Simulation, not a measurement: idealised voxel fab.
Process module, titled voxel plated lines
265 nm wide, 5 nm square cells: that's cross-section cut.
Bands, listed from the top down, are how a cross-section gets written in this document; the cross-section itself is a grid of square cells, and a band is one or more rows of them.
Top height, bottom height, nm. Materials left to right, width each, nm. Single material + "edge to edge" = fills band edge to edge. "empty" = empty.
We count height from 0. Below that, the starting wafer is all one material. The lowest band never ends at the bottom but goes on down; see "0 down" for how that is written.
Width: "30 to 40" (first number = top row, second number = bottom row, same change from row to row of cells).
Where the words "everything unchanged" appear for a step, the cross-section shows no cell changed by that step; every cell remained as before.
Listed in "Closed void inventory": every empty space of 8 or more cells without an open way to the top. Form: width x height at distance, the distance being from the left edge, all in nm.
On a step's line, text after the settings is the simulator commenting on that step.
A step's line can hold "overlay nm"; with a mask on that step, the setting says how far right of the planned place the mask lay, while a negative setting says it lay to the left.
# Planned step list for the process
| 1 | RECEIVE (material Si) |
| 2 | CONFORMAL_DEP (material SiO2; thk nm 5) |
| 3 | DIRECTIONAL_DEP (material TiN; thk nm 5) |
| 4 | PATTERN (tone open; mask id LINES; material resist; width nm 25; pitch nm 55; thk nm 20; overlay nm 0) |
| 5 | EPI (material Ru; thk nm 10) |
| 6 | STRIP (etch materials resist) |
| 7 | DIRECTIONAL_ETCH (etch materials TiN; depth nm 5) |
| 8 | CONFORMAL_DEP (material SiCN; thk nm 5) |
Split variable: thk nm, step 8. Plan value = first wafer. Wafers start alike.
# Received condition of the first of several wafers, sectioned: post-step 1
> 0 down = Si edge to edge
> Closed void inventory: none
# Rows = wafers. At module end, each row lists per material the cells gained (+) or lost (-) since the wafer was received, then the closed voids
thk nm 5 | +30 Ru | +71 SiCN | +53 SiO2 | +15 TiN | Closed void inventory: none
thk nm 10 | +30 Ru | +142 SiCN | +53 SiO2 | +15 TiN | Closed void inventory: none
thk nm 15 | +30 Ru | +213 SiCN | +53 SiO2 | +15 TiN | Closed void inventory: none
thk nm 20 | +30 Ru | +272 SiCN | +53 SiO2 | +15 TiN | Closed void inventory: none
